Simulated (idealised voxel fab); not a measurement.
Name of the process module below: voxel self aligned contacts
Section shown: cut. Width: 200 nm. Cell size: 5 nm, square.
Think of the cross-section as a grid of square cells. We describe it in bands, top to bottom, and each band covers one or more rows of those cells.
Band: top height; bottom height; in nm. Then, left to right: material with width in nm, for each material. "everywhere": a single material spanning edge to edge. "air": empty space.
Heights from 0 (as-received wafer is one material below). Bottom band endless downward, as "0 nm and below".
Width "30 to 40": first value at the band's top row of cells, second value at its bottom row, equal change from row to row.
Key: "left unchanged" - step with no changed cell in the cross-section.
"Enclosed internal cavities" specifies each empty space that is not open to the top and that occupies no fewer than 8 cells, using the form width x height at distance, the distance measured from the left edge and all three quantities in nm.
That trailing text on a step's line, after the settings, is the simulator's own remark on the step.
Among the settings permitted on a step's line is "overlay nm"; applied to a step with a mask, it specifies the extent to which the mask lay to the right of its planned position, whereas a negative figure signifies a position to the left.
# Here's what the planned process steps look like
1) RECEIVE: material Si
2) CONFORMAL_DEP: material SiO2, thk nm 5
3) DIRECTIONAL_DEP: material polySi, thk nm 25
4) DIRECTIONAL_DEP: material SiN, thk nm 20
5) DIRECTIONAL_DEP: material aC, thk nm 15
6) PATTERN: tone cover, mask id GATE, material resist, width nm 35, pitch nm 70, thk nm 35, overlay nm 0
7) DIRECTIONAL_ETCH: etch materials aC, depth nm 15
8) STRIP: etch materials resist
9) DIRECTIONAL_ETCH: etch materials SiN, depth nm 20
10) DIRECTIONAL_ETCH: etch materials polySi, depth nm 25
11) STRIP: etch materials aC
12) CONFORMAL_DEP: material SiN, thk nm 10
13) DIRECTIONAL_ETCH: etch materials SiN, depth nm 10
14) FILL_DEP: material SiO2, thk nm 10
15) CMP: height nm 55
16) PATTERN: tone open, mask id CONTACT, material resist, width nm 45, thk nm 15, overlay nm 0
17) DIRECTIONAL_ETCH: etch materials SiO2, depth nm 55
18) STRIP: etch materials resist
19) CONFORMAL_DEP: material TiN, thk nm 5
20) FILL_DEP: material W, thk nm 5
21) CMP: height nm 55
22) CONFORMAL_DEP: material SiN, thk nm 5
Across this set of wafers, the varied parameter is the width nm of step 16. Starting conditions are identical for every wafer, and the plan reports the value assigned to the first wafer.
# The first of several wafers in cross-section, exactly as it reached us after step 1
0 nm and below | Si everywhere
Enclosed internal cavities: none
# First of several wafers in cross-section at module end, following the final step, step 22
60 nm to 55 nm | SiN everywhere
55 nm to 50 nm | SiO2=75 / TiN=20 / W=5 / TiN=20 / SiO2=80
50 nm to 30 nm | SiO2=35 / SiN=55 / TiN=5 / W=5 / TiN=5 / SiN=55 / SiO2=40
30 nm to 5 nm | SiO2=35 / SiN=10 / polySi=35 / SiN=10 / TiN=5 / W=5 / TiN=5 / SiN=10 / polySi=35 / SiN=10 / SiO2=40
5 nm to 0 nm | SiO2=90 / TiN=15 / SiO2=95
0 nm and below | Si everywhere
Enclosed internal cavities: none
# Last wafer, end of module, cross-section
60 nm to 55 nm | SiN everywhere
55 nm to 50 nm | SiO2=65 / TiN=30 / W=5 / TiN=35 / SiO2=65
50 nm to 30 nm | SiO2=35 / SiN=55 / TiN=5 / W=5 / TiN=5 / SiN=55 / SiO2=40
30 nm to 5 nm | SiO2=35 / SiN=10 / polySi=35 / SiN=10 / TiN=5 / W=5 / TiN=5 / SiN=10 / polySi=35 / SiN=10 / SiO2=40
5 nm to 0 nm | SiO2=90 / TiN=15 / SiO2=95
0 nm and below | Si everywhere
Enclosed internal cavities: none
# Each row below is a wafer at the end of the module, listing for every material the number of cells it has gained (+) or lost (-) since it was received, followed by its closed voids
width nm 45; +168 SiN; +203 SiO2; +29 TiN; +10 W; +70 polySi; Enclosed internal cavities: none
width nm 50; +168 SiN; +202 SiO2; +30 TiN; +10 W; +70 polySi; Enclosed internal cavities: none
width nm 55; +168 SiN; +201 SiO2; +31 TiN; +10 W; +70 polySi; Enclosed internal cavities: none
width nm 60; +168 SiN; +200 SiO2; +32 TiN; +10 W; +70 polySi; Enclosed internal cavities: none
width nm 65; +168 SiN; +199 SiO2; +33 TiN; +10 W; +70 polySi; Enclosed internal cavities: none
width nm 70; +168 SiN; +198 SiO2; +34 TiN; +10 W; +70 polySi; Enclosed internal cavities: none
